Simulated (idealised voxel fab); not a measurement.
A process module follows: voxel capacitor over wiring.
cross-section cut | 290 nm wide | cells 5 nm
When this document writes out a cross-section, it uses a grid of square cells and lists it as bands, beginning at the top and moving down, with a band standing for one or more rows of cells.
Within each band entry, the heights of the top and of the bottom of the band appear first, in that order and in nm; the materials of the band then follow from left to right, each with its corresponding width in nm. The designation "edge to edge" on a single material indicates that it fills the band from edge to edge; the designation "empty" indicates empty space.
Counting heights begins at 0, where everything beneath is, in the wafer as received, one material. The lowest band has no bottom; it goes on downwards, as "0..down" shows.
The notation "30..40" denotes a width that varies across the rows of cells in the band, beginning at the first number in the top row, finishing at the second number in the bottom row, and changing by an identical amount from each row to the next.
"same as before" means the step left every cell of the cross-section as it was.
"Sealed voids": sealed empty spaces, 8 cells or more, no open way to top, listed width x height at distance, with distance from the left edge and width, height and distance in nm.
Note: text after step settings on the step line = simulator remark on that step.
The "overlay nm" setting may appear on a step's line; for a step that uses a mask, it gives how far to the right of its planned position the mask lay, and a negative value indicates the left.
Planned step list for the process:
- 1: RECEIVE [material Si]
- 2: CONFORMAL_DEP [material SiO2] [thk nm 10]
- 3: DIRECTIONAL_DEP [material TiN] [thk nm 5]
- 4: DIRECTIONAL_DEP [material Ru] [thk nm 25]
- 5: PATTERN [tone cover] [mask id METAL_1] [material resist] [width nm 25] [pitch nm 95] [thk nm 15] [overlay nm 0]
- 6: DIRECTIONAL_ETCH [etch materials Ru] [depth nm 25]
- 7: DIRECTIONAL_ETCH [etch materials TiN] [depth nm 5]
- 8: STRIP [etch materials resist]
- 9: CONFORMAL_DEP [material SiCN] [thk nm 5]
- 10: FILL_DEP [material SiO2] [thk nm 10]
- 11: CMP [height nm 40]
- 12: CONFORMAL_DEP [material SiCN] [thk nm 5]
- 13: DIRECTIONAL_DEP [material SiO2] [thk nm 15]
- 14: MASKED_ETCH [tone open] [mask id PLUG_1] [width nm 15] [etch materials SiO2] [depth nm 15] [overlay nm 0]
- 15: MASKED_ETCH [tone open] [mask id PLUG_1] [width nm 15] [etch materials SiCN] [depth nm 5] [overlay nm 0]
- 16: CONFORMAL_DEP [material TiN] [thk nm 5]
- 17: FILL_DEP [material W] [thk nm 5]
- 18: CMP [height nm 60]
- 19: DIRECTIONAL_DEP [material TiN] [thk nm 5]
- 20: DIRECTIONAL_DEP [material SiN] [thk nm 5]
- 21: DIRECTIONAL_DEP [material TiN] [thk nm 5]
- 22: DIRECTIONAL_DEP [material aC] [thk nm 10]
- 23: PATTERN [tone cover] [mask id UPPER_PLATE] [material resist] [width nm 75] [thk nm 25] [overlay nm 0]
- 24: DIRECTIONAL_ETCH [etch materials aC] [depth nm 10]
- 25: STRIP [etch materials resist]
- 26: DIRECTIONAL_ETCH [etch materials TiN] [depth nm 5]
- 27: DIRECTIONAL_ETCH [etch materials SiN] [depth nm 5]
- 28: STRIP [etch materials aC]
- 29: MASKED_ETCH [tone cover] [mask id LOWER_PLATE] [width nm 85] [etch materials TiN] [depth nm 5] [overlay nm 0]
- 30: FILL_DEP [material SiO2] [thk nm 15]
- 31: CMP [height nm 85]
- 32: DIRECTIONAL_DEP [material aC] [thk nm 15]
- 33: PATTERN [tone open] [mask id PLUG_2] [material resist] [width nm 15] [thk nm 30] [overlay nm 0]
- 34: DIRECTIONAL_ETCH [etch materials aC] [depth nm 15]
- 35: STRIP [etch materials resist]
- 36: DIRECTIONAL_ETCH [etch materials SiO2] [depth nm 10]
- 37: STRIP [etch materials aC]
- 38: CONFORMAL_DEP [material TiN] [thk nm 5]
- 39: FILL_DEP [material W] [thk nm 5]
- 40: CMP [height nm 85]
- 41: CONFORMAL_DEP [material SiN] [thk nm 5]
Delivered wafer in cross-section: state after step 1:
  0..down | Si edge to edge
  Sealed voids: none
First of two wafers: cross-section at end of module, run per plan:
  90..85 | SiN edge to edge
  85..80 | 105 of SiO2, then 5 of TiN, then 5 of W, then 5 of TiN, then 170 of SiO2
  80..70 | 105..95 of SiO2, then 15..75 of TiN, then 170..120 of SiO2
  70..65 | 95 of SiO2, then 75 of SiN, then 120 of SiO2
  65..60 | 90 of SiO2, then 85 of TiN, then 115 of SiO2
  60..45 | 95 of SiO2, then 5 of TiN, then 5 of W, then 5 of TiN, then 180 of SiO2
  45..40 | 95 of SiCN, then 15 of TiN, then 180 of SiCN
  40..15 | 80 of SiO2, then 5 of SiCN, then 25 of Ru, then 5 of SiCN, then 60 of SiO2, then 5 of SiCN, then 25 of Ru, then 5 of SiCN, then 80 of SiO2
  15..10 | 85 of SiCN, then 25 of TiN, then 70 of SiCN, then 25 of TiN, then 85 of SiCN
  10..0 | SiO2 edge to edge
  0..down | Si edge to edge
  Sealed voids: none
Wafer two (of two), end-of-module cross-section: start = wafer one, plan = wafer one, one run mistake:
  90..85 | SiN edge to edge
  85..80 | 105 of SiO2, then 5 of TiN, then 5 of W, then 5 of TiN, then 170 of SiO2
  80..70 | 105..100 of SiO2, then 15..65 of TiN, then 170..125 of SiO2
  70..65 | 100 of SiO2, then 65 of SiN, then 125 of SiO2
  65..60 | 90 of SiO2, then 85 of TiN, then 115 of SiO2
  60..45 | 95 of SiO2, then 5 of TiN, then 5 of W, then 5 of TiN, then 180 of SiO2
  45..40 | 95 of SiCN, then 15 of TiN, then 180 of SiCN
  40..15 | 80 of SiO2, then 5 of SiCN, then 25 of Ru, then 5 of SiCN, then 60 of SiO2, then 5 of SiCN, then 25 of Ru, then 5 of SiCN, then 80 of SiO2
  15..10 | 85 of SiCN, then 25 of TiN, then 70 of SiCN, then 25 of TiN, then 85 of SiCN
  10..0 | SiO2 edge to edge
  0..down | Si edge to edge
  Sealed voids: none
Deviation from plan: step 23 changed vs plan, executed as PATTERN [tone cover] [mask id UPPER_PLATE] [material resist] [width nm 65] [thk nm 25] [overlay nm 0]
Materials where the second wafer ends with more or fewer cells than the first: -2 SiN; +4 SiO2; -2 TiN
